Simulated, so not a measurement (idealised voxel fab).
process module | voxel ribs on slabs
cross-section cut | 265 nm wide | cells 5 nm
For the purposes of this document, a cross-section shall be understood as a grid of square cells, specified as bands listed in top-to-bottom order, each band consisting of one or more rows of cells.
A band entry consists of two parts. The first gives the height of the band's top and the height of its bottom, in nm. The rest lists the band's materials from left to right, each with its width in nm. A single material labelled with the word "edge to edge" fills the band from edge to edge, and the word "blank" marks empty space.
The reference from which all heights are counted is 0, the level beneath which the as-received wafer is entirely one material; the lowest band, having no lower bound, proceeds downward and is written after the example "0 nm and below".
Note: "30->40" means the width goes from the first number (top row of the band) to the second number (bottom row) in equal steps per row of cells.
Key: "no alteration" - step with no changed cell in the cross-section.
Empty spaces counting at least 8 cells and having no open way to the top are listed in "Unvented internal voids". The notation width x height at distance is used for each, the distance being from the left edge and all three values in nm.
What comes after the settings on a step's line is commentary from the simulator itself on that step.
overlay nm: on a step with a mask, how far right of its planned place the mask lay; negative means left.
Pairs follow: section before one process step, section after it down to the lowest changed band, step with settings underneath. Pairs may come from different runs of this module on the same starting wafer; continuity with the pair above only as stated in the "Structure before processing" entry.

Structure before processing
* 65 nm to 60 nm = W edge to edge
* 60 nm to 45 nm = SiO2 edge to edge
* 45 nm to 35 nm = SiN=90 | SiO2=85 | SiN=90
* 35 nm to 30 nm = SiN=90 | SiO2=30 | SiN=25 | SiO2=30 | SiN=90
* 30 nm to 0 nm = SiO2 edge to edge
* 0 nm and below = Si edge to edge
* Unvented internal voids: none

Section After Processing
* 80 nm to 65 nm = aC edge to edge
* Nothing below the height 65 has changed.
* Unvented internal voids: none
Here is the step that sits between the two cross-sections above: DIRECTIONAL_DEP | material aC | thk nm 15

Structure before processing: The prior state of this step coincides with the post-step cross-section of the pair just above.

Section After Processing
* 110 nm to 80 nm = blank=115 | resist=35 | blank=115
* Nothing below the height 80 has changed.
* Unvented internal voids: none
Here is the step that sits between the two cross-sections above: PATTERN | tone cover | mask id HEATER | material resist | width nm 35 | thk nm 30 | overlay nm 0

Structure before processing: The prior state of this step coincides with the post-step cross-section of the pair just above.

Section After Processing
* 95 nm to 80 nm = blank=115 | resist=35 | blank=115
* 80 nm to 65 nm = blank=115 | aC=35 | blank=115
* Nothing below the height 65 has changed.
* Unvented internal voids: none
Here is the step that sits between the two cross-sections above: DIRECTIONAL_ETCH | etch materials aC | depth nm 15

Structure before processing: The prior state of this step coincides with the post-step cross-section of the pair just above.

Section After Processing
* 80 nm to 65 nm = blank=115 | aC=35 | blank=115
* Nothing below the height 65 has changed.
* Unvented internal voids: none
Here is the step that sits between the two cross-sections above: STRIP | etch materials resist

Structure before processing: The prior state of this step coincides with the post-step cross-section of the pair just above.

Section After Processing
* 80 nm to 65 nm = blank=115 | aC=35 | blank=115
* 65 nm to 60 nm = blank=115 | W=35 | blank=115
* Nothing below the height 60 has changed.
* Unvented internal voids: none
Here is the step that sits between the two cross-sections above: DIRECTIONAL_ETCH | etch materials W | depth nm 5

Structure before processing: The prior state of this step coincides with the post-step cross-section of the pair just above.

Section After Processing
* 65 nm to 60 nm = blank=115 | W=35 | blank=115
* Nothing below the height 60 has changed.
* Unvented internal voids: none
Here is the step that sits between the two cross-sections above: STRIP | etch materials aC

Structure before processing: The prior state of this step coincides with the post-step cross-section of the pair just above.

Section After Processing
* 75 nm to 70 nm = blank=105 | SiN=55 | blank=105
* 70 nm to 65 nm = SiN edge to edge
* 65 nm to 60 nm = SiN=115 | W=35 | SiN=115
* Nothing below the height 60 has changed.
* Unvented internal voids: none
Here is the step that sits between the two cross-sections above: CONFORMAL_DEP | material SiN | thk nm 10
